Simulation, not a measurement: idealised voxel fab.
The name of this process module is voxel self aligned contacts.
We display cut, a cross-section 275 nm in width whose square cells are each 5 nm.
How to read a cross-section here: the picture is a grid of square cells, written as bands going from the top down, and any band can span one or more rows of cells. It is stipulated that each band's entry specify, in nanometres, the height of the top of the band and then that of its bottom, followed by the materials of the band in left-to-right sequence, each together with its width in nanometres. A single material marked by the word "edge to edge" is understood to fill the band from edge to edge; the word "air" is understood to denote empty space. For the purposes of this specification, 0 denotes the height below which the wafer in its as-received condition is composed wholly of one material, and the lowermost band, lacking a lower limit, extends downward without end, as expressed in "0..down". Width "30->40": first value at the band's top row of cells, second value at its bottom row, equal change from row to row. Basically "remains unaltered" means that step didn't change any cell in the cross-section. So "Fully sealed cavities" is basically the list of trapped voids: any empty space of 8 cells or more that can't reach the top through an opening. They're written width x height at distance, the distance being from the left edge, and it's all nm. Where a step's line continues beyond its settings, the continuation is a remark by the simulator itself on that step. overlay nm: mask offset rightward from planned place, masked step; negative means leftward offset.

Intended process steps:
1) RECEIVE with material Si
2) OXIDIZE with depth nm 5
3) DIRECTIONAL_DEP with material polySi, thk nm 30
4) DIRECTIONAL_DEP with material SiN, thk nm 20
5) PATTERN with tone cover, mask id GATE, material resist, width nm 35, pitch nm 70, thk nm 20, overlay nm 0
6) DIRECTIONAL_ETCH with etch materials SiN, depth nm 20
7) DIRECTIONAL_ETCH with etch materials polySi, depth nm 30
8) STRIP with etch materials resist
9) CONFORMAL_DEP with material SiN, thk nm 5
10) DIRECTIONAL_ETCH with etch materials SiN, depth nm 5
11) FILL_DEP with material SiO2, thk nm 15
12) CMP with height nm 60
13) PATTERN with tone open, mask id CONTACT, material resist, width nm 55, pitch nm 70, thk nm 20, overlay nm 0
14) DIRECTIONAL_ETCH with etch materials SiO2, depth nm 65
15) STRIP with etch materials resist
16) CONFORMAL_DEP with material TiN, thk nm 5
17) FILL_DEP with material W, thk nm 5
18) CMP with height nm 60
19) CONFORMAL_DEP with material SiN, thk nm 5

The first of the two wafers, which ran as planned:

Step 1 complete: cross-section of the wafer as received:
	0..down | Si edge to edge
	Fully sealed cavities: none

Upon completion of step 2, the wafer appears in cross-section as shown:
	0..-5 | SiO2 edge to edge
	Nothing below the height -5 has changed.

Upon completion of step 3, the wafer appears in cross-section as shown:
	30..0 | polySi edge to edge
	Nothing below the height 0 has changed.

Upon completion of step 4, the wafer appears in cross-section as shown:
	50..30 | SiN edge to edge
	Nothing below the height 30 has changed.

Upon completion of step 5, the wafer appears in cross-section as shown:
	70..50 | 50 air, then 35 resist, then 35 air, then 35 resist, then 35 air, then 35 resist, then 50 air
	Nothing below the height 50 has changed.

Upon completion of step 6, the wafer appears in cross-section as shown:
	70..50 | 50 air, then 35 resist, then 35 air, then 35 resist, then 35 air, then 35 resist, then 50 air
	50..30 | 50 air, then 35 SiN, then 35 air, then 35 SiN, then 35 air, then 35 SiN, then 50 air
	Nothing below the height 30 has changed.

Upon completion of step 7, the wafer appears in cross-section as shown:
	70..50 | 50 air, then 35 resist, then 35 air, then 35 resist, then 35 air, then 35 resist, then 50 air
	50..30 | 50 air, then 35 SiN, then 35 air, then 35 SiN, then 35 air, then 35 SiN, then 50 air
	30..0 | 50 air, then 35 polySi, then 35 air, then 35 polySi, then 35 air, then 35 polySi, then 50 air
	Nothing below the height 0 has changed.

Upon completion of step 8, the wafer appears in cross-section as shown:
	50..30 | 50 air, then 35 SiN, then 35 air, then 35 SiN, then 35 air, then 35 SiN, then 50 air
	Nothing below the height 30 has changed.

Upon completion of step 9, the wafer appears in cross-section as shown:
	55..30 | 45 air, then 45 SiN, then 25 air, then 45 SiN, then 25 air, then 45 SiN, then 45 air
	30..5 | 45 air, then 5 SiN, then 35 polySi, then 5 SiN, then 25 air, then 5 SiN, then 35 polySi, then 5 SiN, then 25 air, then 5 SiN, then 35 polySi, then 5 SiN, then 45 air
	5..0 | 50 SiN, then 35 polySi, then 35 SiN, then 35 polySi, then 35 SiN, then 35 polySi, then 50 SiN
	Nothing below the height 0 has changed.

Upon completion of step 10, the wafer appears in cross-section as shown:
	50..30 | 45 air, then 45 SiN, then 25 air, then 45 SiN, then 25 air, then 45 SiN, then 45 air
	30..0 | 45 air, then 5 SiN, then 35 polySi, then 5 SiN, then 25 air, then 5 SiN, then 35 polySi, then 5 SiN, then 25 air, then 5 SiN, then 35 polySi, then 5 SiN, then 45 air
	Nothing below the height 0 has changed.

Upon completion of step 11, the wafer appears in cross-section as shown:
	65..50 | SiO2 edge to edge
	50..30 | 45 SiO2, then 45 SiN, then 25 SiO2, then 45 SiN, then 25 SiO2, then 45 SiN, then 45 SiO2
	30..0 | 45 SiO2, then 5 SiN, then 35 polySi, then 5 SiN, then 25 SiO2, then 5 SiN, then 35 polySi, then 5 SiN, then 25 SiO2, then 5 SiN, then 35 polySi, then 5 SiN, then 45 SiO2
	Nothing below the height 0 has changed.

Upon completion of step 12, the wafer appears in cross-section as shown:
	60..50 | SiO2 edge to edge
	Nothing below the height 50 has changed.

Upon completion of step 13, the wafer appears in cross-section as shown:
	80..60 | 75 resist, then 55 air, then 15 resist, then 55 air, then 75 resist
	Nothing below the height 60 has changed.

Upon completion of step 14, the wafer appears in cross-section as shown:
	80..60 | 75 resist, then 55 air, then 15 resist, then 55 air, then 75 resist
	60..50 | 75 SiO2, then 55 air, then 15 SiO2, then 55 air, then 75 SiO2
	50..30 | 45 SiO2, then 45 SiN, then 25 air, then 45 SiN, then 25 air, then 45 SiN, then 45 SiO2
	30..0 | 45 SiO2, then 5 SiN, then 35 polySi, then 5 SiN, then 25 air, then 5 SiN, then 35 polySi, then 5 SiN, then 25 air, then 5 SiN, then 35 polySi, then 5 SiN, then 45 SiO2
	0..-5 | 90 SiO2, then 25 air, then 45 SiO2, then 25 air, then 90 SiO2
	Nothing below the height -5 has changed.

Upon completion of step 15, the wafer appears in cross-section as shown:
	60..50 | 75 SiO2, then 55 air, then 15 SiO2, then 55 air, then 75 SiO2
	Nothing below the height 50 has changed.

Upon completion of step 16, the wafer appears in cross-section as shown:
	65..60 | 80 TiN, then 45 air, then 25 TiN, then 45 air, then 80 TiN
	60..50 | 75 SiO2, then 5->20 TiN, then 45->15 air, then 5->20 TiN, then 15 SiO2, then 5->20 TiN, then 45->15 air, then 5->20 TiN, then 75 SiO2
	50..30 | 45 SiO2, then 45 SiN, then 5 TiN, then 15 air, then 5 TiN, then 45 SiN, then 5 TiN, then 15 air, then 5 TiN, then 45 SiN, then 45 SiO2
	30..0 | 45 SiO2, then 5 SiN, then 35 polySi, then 5 SiN, then 5 TiN, then 15 air, then 5 TiN, then 5 SiN, then 35 polySi, then 5 SiN, then 5 TiN, then 15 air, then 5 TiN, then 5 SiN, then 35 polySi, then 5 SiN, then 45 SiO2
	0..-5 | 90 SiO2, then 25 TiN, then 45 SiO2, then 25 TiN, then 90 SiO2
	Nothing below the height -5 has changed.

Upon completion of step 17, the wafer appears in cross-section as shown:
	70..65 | W edge to edge
	65..60 | 80 TiN, then 45 W, then 25 TiN, then 45 W, then 80 TiN
	60..50 | 75 SiO2, then 5->20 TiN, then 45->15 W, then 5->20 TiN, then 15 SiO2, then 5->20 TiN, then 45->15 W, then 5->20 TiN, then 75 SiO2
	50..30 | 45 SiO2, then 45 SiN, then 5 TiN, then 15 W, then 5 TiN, then 45 SiN, then 5 TiN, then 15 W, then 5 TiN, then 45 SiN, then 45 SiO2
	30..0 | 45 SiO2, then 5 SiN, then 35 polySi, then 5 SiN, then 5 TiN, then 15 W, then 5 TiN, then 5 SiN, then 35 polySi, then 5 SiN, then 5 TiN, then 15 W, then 5 TiN, then 5 SiN, then 35 polySi, then 5 SiN, then 45 SiO2
	Nothing below the height 0 has changed.

Upon completion of step 18, the wafer appears in cross-section as shown:
	60..50 | 75 SiO2, then 5->20 TiN, then 45->15 W, then 5->20 TiN, then 15 SiO2, then 5->20 TiN, then 45->15 W, then 5->20 TiN, then 75 SiO2
	Nothing below the height 50 has changed.

Upon completion of step 19, the wafer appears in cross-section as shown:
	65..60 | SiN edge to edge
	Nothing below the height 60 has changed.

Second wafer, same starting state and plan as the first, one mistake in the run, identical through step 3:

Here is the second wafer in cross-section at the point where step 4 of the plan should have been done:
	70..30 | SiN edge to edge
	Nothing below the height 30 has changed.

Here is the second wafer in cross-section at the point where step 5 of the plan should have been done:
	90..70 | 50 air, then 35 resist, then 35 air, then 35 resist, then 35 air, then 35 resist, then 50 air
	Nothing below the height 70 has changed.

Here is the second wafer in cross-section at the point where step 6 of the plan should have been done:
	90..70 | 50 air, then 35 resist, then 35 air, then 35 resist, then 35 air, then 35 resist, then 50 air
	70..50 | 50 air, then 35 SiN, then 35 air, then 35 SiN, then 35 air, then 35 SiN, then 50 air
	Nothing below the height 50 has changed.

Here is the second wafer in cross-section at the point where step 7 of the plan should have been done: remains unaltered

Here is the second wafer in cross-section at the point where step 8 of the plan should have been done:
	70..50 | 50 air, then 35 SiN, then 35 air, then 35 SiN, then 35 air, then 35 SiN, then 50 air
	Nothing below the height 50 has changed.

Here is the second wafer in cross-section at the point where step 9 of the plan should have been done:
	75..55 | 45 air, then 45 SiN, then 25 air, then 45 SiN, then 25 air, then 45 SiN, then 45 air
	55..30 | SiN edge to edge
	Nothing below the height 30 has changed.

Here is the second wafer in cross-section at the point where step 10 of the plan should have been done:
	70..50 | 45 air, then 45 SiN, then 25 air, then 45 SiN, then 25 air, then 45 SiN, then 45 air
	Nothing below the height 50 has changed.

Here is the second wafer in cross-section at the point where step 11 of the plan should have been done:
	85..70 | SiO2 edge to edge
	70..50 | 45 SiO2, then 45 SiN, then 25 SiO2, then 45 SiN, then 25 SiO2, then 45 SiN, then 45 SiO2
	Nothing below the height 50 has changed.

Here is the second wafer in cross-section at the point where step 12 of the plan should have been done:
	60..50 | 45 SiO2, then 45 SiN, then 25 SiO2, then 45 SiN, then 25 SiO2, then 45 SiN, then 45 SiO2
	Nothing below the height 50 has changed.

Here is the second wafer in cross-section at the point where step 13 of the plan should have been done:
	80..60 | 75 resist, then 55 air, then 15 resist, then 55 air, then 75 resist
	Nothing below the height 60 has changed.

Here is the second wafer in cross-section at the point where step 14 of the plan should have been done:
	80..60 | 75 resist, then 55 air, then 15 resist, then 55 air, then 75 resist
	60..50 | 45 SiO2, then 45 SiN, then 25 air, then 45 SiN, then 25 air, then 45 SiN, then 45 SiO2
	Nothing below the height 50 has changed.

Here is the second wafer in cross-section at the point where step 15 of the plan should have been done:
	60..50 | 45 SiO2, then 45 SiN, then 25 air, then 45 SiN, then 25 air, then 45 SiN, then 45 SiO2
	Nothing below the height 50 has changed.

Here is the second wafer in cross-section at the point where step 16 of the plan should have been done:
	65..60 | 95 TiN, then 15 air, then 55 TiN, then 15 air, then 95 TiN
	60..55 | 45 SiO2, then 45 SiN, then 5 TiN, then 15 air, then 5 TiN, then 45 SiN, then 5 TiN, then 15 air, then 5 TiN, then 45 SiN, then 45 SiO2
	55..50 | 45 SiO2, then 45 SiN, then 25 TiN, then 45 SiN, then 25 TiN, then 45 SiN, then 45 SiO2
	Nothing below the height 50 has changed.

Here is the second wafer in cross-section at the point where step 17 of the plan should have been done:
	70..65 | W edge to edge
	65..60 | 95 TiN, then 15 W, then 55 TiN, then 15 W, then 95 TiN
	60..55 | 45 SiO2, then 45 SiN, then 5 TiN, then 15 W, then 5 TiN, then 45 SiN, then 5 TiN, then 15 W, then 5 TiN, then 45 SiN, then 45 SiO2
	Nothing below the height 55 has changed.

Here is the second wafer in cross-section at the point where step 18 of the plan should have been done:
	60..55 | 45 SiO2, then 45 SiN, then 5 TiN, then 15 W, then 5 TiN, then 45 SiN, then 5 TiN, then 15 W, then 5 TiN, then 45 SiN, then 45 SiO2
	Nothing below the height 55 has changed.

Here is the second wafer in cross-section at the point where step 19 of the plan should have been done:
	65..60 | SiN edge to edge
	Nothing below the height 60 has changed.
Run error: step 4 in the plan was executed twice
Final tally in cells, some materials are higher or lower on the second wafer than on the first: SiN: 130 more, SiO2: 200 fewer, TiN: 56 fewer, W: 78 fewer, polySi: 204 more
